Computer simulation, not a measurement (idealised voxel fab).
A process module follows: voxel ribs on slabs.
Displayed cross-section: cut, width of 160 nm, square cells sized 5 nm.
Cross-section format: a grid of square cells, given as bands from top to bottom; each band is one or more rows of cells. Band: top height; bottom height; in nm. Then, left to right: material with width in nm, for each material. "edge to edge": a single material spanning edge to edge. "air": empty space. Heights are expressed relative to 0, this being the level below which the as-received wafer comprises one material exclusively. The lowest band is unbounded in the downward direction and is denoted as in "0..down". Quick explanation for "30->40": the width changes in equal steps down the rows of cells, from the first number in the band's top row to the second number in its bottom row. Key: "identical to before" - step with no changed cell in the cross-section. For the entry "Enclosed voids", the listed items are empty spaces with no open way to the top whose size is 8 cells or more; each item follows the pattern width x height at distance, where distance is from the left edge and all three are in nm. What comes after the settings on a step's line is commentary from the simulator itself on that step. When a step includes a mask, the "overlay nm" setting on its line states how far to the right of its planned place that mask lay, and negative values state how far to the left.
So here's the lineup of process steps we planned
1: RECEIVE | material Si
2: DIRECTIONAL_DEP | material SiO2 | thk nm 20
3: DIRECTIONAL_DEP | material polySi | thk nm 20
4: PATTERN | tone cover | mask id RIB | material resist | width nm 30 | thk nm 15 | overlay nm 0
5: DIRECTIONAL_ETCH | etch materials polySi | depth nm 5
6: STRIP | etch materials resist
7: PATTERN | tone cover | mask id SLAB | material resist | width nm 60 | thk nm 20 | overlay nm 0
8: DIRECTIONAL_ETCH | etch materials polySi | depth nm 15
9: STRIP | etch materials resist
10: FILL_DEP | material SiO2 | thk nm 20
11: CMP | height nm 50
12: DIRECTIONAL_DEP | material TiN | thk nm 10
13: PATTERN | tone cover | mask id HEATER | material resist | width nm 30 | thk nm 15 | overlay nm 0
14: DIRECTIONAL_ETCH | etch materials TiN | depth nm 10
15: STRIP | etch materials resist
16: CONFORMAL_DEP | material SiO2 | thk nm 5
Where the wafers of this document differ is in the width nm of step 13; they start out the same, and the plan states the value that applied to the first wafer.
As-received cross-section, first of several wafers, post step 1
- 0..down: Si edge to edge
- Enclosed voids: none
Each row below is a wafer at the end of the module, listing for every material the number of cells it has gained (+) or lost (-) since it was received, followed by its closed voids
width nm 30 | +314 SiO2 | +12 TiN | +42 polySi | Enclosed voids: none
width nm 35 | +314 SiO2 | +14 TiN | +42 polySi | Enclosed voids: none
width nm 40 | +314 SiO2 | +16 TiN | +42 polySi | Enclosed voids: none
width nm 45 | +314 SiO2 | +18 TiN | +42 polySi | Enclosed voids: none
width nm 50 | +314 SiO2 | +20 TiN | +42 polySi | Enclosed voids: none
width nm 55 | +314 SiO2 | +22 TiN | +42 polySi | Enclosed voids: none
